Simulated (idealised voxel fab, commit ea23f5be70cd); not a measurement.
Presented below is a process module, voxel ribs on slabs.
Square cells of 5 nm make up the cross-section cut, whose width is 190 nm.
Format of a cross-section: grid, square cells. Given as bands. Order: top down. Band: one or more rows of cells.
For a band, the entry starts with two heights in nm, that of the top and then that of the bottom, and carries on with the band's materials in order from left to right, each alongside its width in nm; the word "everywhere" beside a single material means it fills the band edge to edge, and "empty" means empty space.
Where do heights start? At 0: under that level the wafer as delivered is made of one material only. And the lowest band has no floor; it just carries on downward, as in "0 down".
Width "30->40": first value at the band's top row of cells, second value at its bottom row, equal change from row to row.
A step reported as "left unchanged" is a step in which no cell of the cross-section changed.
Enclosed voids (no open way to top), threshold 8 cells or more, entry "Trapped cavities", notation width x height at distance, distance from left edge, nm.
The remark found on a step's line after its settings is issued by the simulator itself and pertains to that step.
overlay nm, on a step with a mask: how far to the right of its planned place the mask lay; to the left if negative

-- Below is the list of planned process steps
1,RECEIVE | material Si
2,DIRECTIONAL_DEP | material SiO2 | thk nm 20
3,DIRECTIONAL_DEP | material polySi | thk nm 25
4,DIRECTIONAL_DEP | material aC | thk nm 10
5,PATTERN | tone cover | mask id RIB | material resist | width nm 25 | thk nm 25 | overlay nm 0
6,DIRECTIONAL_ETCH | etch materials aC | depth nm 10
7,STRIP | etch materials resist
8,DIRECTIONAL_ETCH | etch materials polySi | depth nm 10
9,STRIP | etch materials aC
10,PATTERN | tone cover | mask id SLAB | material resist | width nm 75 | thk nm 20 | overlay nm 0
11,DIRECTIONAL_ETCH | etch materials polySi | depth nm 15
12,STRIP | etch materials resist
13,FILL_DEP | material SiO2 | thk nm 25
14,CMP | height nm 65
15,DIRECTIONAL_DEP | material W | thk nm 5
16,MASKED_ETCH | tone cover | mask id HEATER | width nm 35 | etch materials W | depth nm 5 | overlay nm 0
17,CONFORMAL_DEP | material SiN | thk nm 5

-- First wafer out of two, processed as planned

-- Cross-section: wafer on arrival = after step 1
    0 down  Si everywhere
    Trapped cavities: none

-- After step 2: wafer cross-section
    20 to 0  SiO2 everywhere
    Heights below 0 show no change.

-- After step 3: wafer cross-section
    45 to 20  polySi everywhere
    Heights below 20 show no change.

-- After step 4: wafer cross-section
    55 to 45  aC everywhere
    Heights below 45 show no change.

-- After step 5: wafer cross-section
    80 to 55  80 nm empty | 25 nm resist | 85 nm empty
    Heights below 55 show no change.

-- After step 6: wafer cross-section
    70 to 55  80 nm empty | 25 nm resist | 85 nm empty
    55 to 45  80 nm empty | 25 nm aC | 85 nm empty
    Heights below 45 show no change.

-- After step 7: wafer cross-section
    55 to 45  80 nm empty | 25 nm aC | 85 nm empty
    Heights below 45 show no change.

-- After step 8: wafer cross-section
    55 to 45  80 nm empty | 25 nm aC | 85 nm empty
    45 to 35  80 nm empty | 25 nm polySi | 85 nm empty
    Heights below 35 show no change.

-- After step 9: wafer cross-section
    45 to 35  80 nm empty | 25 nm polySi | 85 nm empty
    Heights below 35 show no change.

-- After step 10: wafer cross-section
    65 to 45  55 nm empty | 75 nm resist | 60 nm empty
    45 to 35  55 nm empty | 25 nm resist | 25 nm polySi | 25 nm resist | 60 nm empty
    Heights below 35 show no change.

-- After step 11: wafer cross-section
    65 to 45  55 nm empty | 75 nm resist | 60 nm empty
    45 to 35  55 nm empty | 25 nm resist | 25 nm polySi | 25 nm resist | 60 nm empty
    35 to 20  55 nm empty | 75 nm polySi | 60 nm empty
    Heights below 20 show no change.

-- After step 12: wafer cross-section
    45 to 35  80 nm empty | 25 nm polySi | 85 nm empty
    Heights below 35 show no change.

-- After step 13: wafer cross-section
    70 to 45  SiO2 everywhere
    45 to 35  80 nm SiO2 | 25 nm polySi | 85 nm SiO2
    35 to 20  55 nm SiO2 | 75 nm polySi | 60 nm SiO2
    Heights below 20 show no change.

-- After step 14: wafer cross-section
    65 to 45  SiO2 everywhere
    Heights below 45 show no change.

-- After step 15: wafer cross-section
    70 to 65  W everywhere
    Heights below 65 show no change.

-- After step 16: wafer cross-section
    70 to 65  75 nm empty | 35 nm W | 80 nm empty
    Heights below 65 show no change.

-- After step 17: wafer cross-section
    75 to 70  70 nm empty | 45 nm SiN | 75 nm empty
    70 to 65  75 nm SiN | 35 nm W | 80 nm SiN
    Heights below 65 show no change.

-- Regarding the second of the two wafers: it shared the first wafer's starting condition and process plan, yet one error occurred during its execution. Its history coincides with that of the first wafer up to and including step 2

-- Cross-sectional view of the second wafer at the intended end time of process step 3
    70 to 20  polySi everywhere
    Heights below 20 show no change.

-- Cross-sectional view of the second wafer at the intended end time of process step 4
    80 to 70  aC everywhere
    Heights below 70 show no change.

-- Cross-sectional view of the second wafer at the intended end time of process step 5
    105 to 80  80 nm empty | 25 nm resist | 85 nm empty
    Heights below 80 show no change.

-- Cross-sectional view of the second wafer at the intended end time of process step 6
    95 to 80  80 nm empty | 25 nm resist | 85 nm empty
    80 to 70  80 nm empty | 25 nm aC | 85 nm empty
    Heights below 70 show no change.

-- Cross-sectional view of the second wafer at the intended end time of process step 7
    80 to 70  80 nm empty | 25 nm aC | 85 nm empty
    Heights below 70 show no change.

-- Cross-sectional view of the second wafer at the intended end time of process step 8
    80 to 70  80 nm empty | 25 nm aC | 85 nm empty
    70 to 60  80 nm empty | 25 nm polySi | 85 nm empty
    Heights below 60 show no change.

-- Cross-sectional view of the second wafer at the intended end time of process step 9
    70 to 60  80 nm empty | 25 nm polySi | 85 nm empty
    Heights below 60 show no change.

-- Cross-sectional view of the second wafer at the intended end time of process step 10
    90 to 70  55 nm empty | 75 nm resist | 60 nm empty
    70 to 60  55 nm empty | 25 nm resist | 25 nm polySi | 25 nm resist | 60 nm empty
    Heights below 60 show no change.

-- Cross-sectional view of the second wafer at the intended end time of process step 11
    90 to 70  55 nm empty | 75 nm resist | 60 nm empty
    70 to 60  55 nm empty | 25 nm resist | 25 nm polySi | 25 nm resist | 60 nm empty
    60 to 45  55 nm empty | 75 nm polySi | 60 nm empty
    Heights below 45 show no change.

-- Cross-sectional view of the second wafer at the intended end time of process step 12
    70 to 60  80 nm empty | 25 nm polySi | 85 nm empty
    Heights below 60 show no change.

-- Cross-sectional view of the second wafer at the intended end time of process step 13
    95 to 70  SiO2 everywhere
    70 to 60  80 nm SiO2 | 25 nm polySi | 85 nm SiO2
    60 to 45  55 nm SiO2 | 75 nm polySi | 60 nm SiO2
    Heights below 45 show no change.

-- Cross-sectional view of the second wafer at the intended end time of process step 14
    65 to 60  80 nm SiO2 | 25 nm polySi | 85 nm SiO2
    Heights below 60 show no change.

-- Cross-sectional view of the second wafer at the intended end time of process step 15
    70 to 65  W everywhere
    Heights below 65 show no change.

-- Cross-sectional view of the second wafer at the intended end time of process step 16
    70 to 65  75 nm empty | 35 nm W | 80 nm empty
    Heights below 65 show no change.

-- Cross-sectional view of the second wafer at the intended end time of process step 17
    75 to 70  70 nm empty | 45 nm SiN | 75 nm empty
    70 to 65  75 nm SiN | 35 nm W | 80 nm SiN
    Heights below 65 show no change.
Heads up, the wafer didn't run the way we planned it: step 3 from the plan got run twice
Looking at both finished wafers in cells, the second ends up ahead of or behind the first on some materials: -185 SiO2, +185 polySi
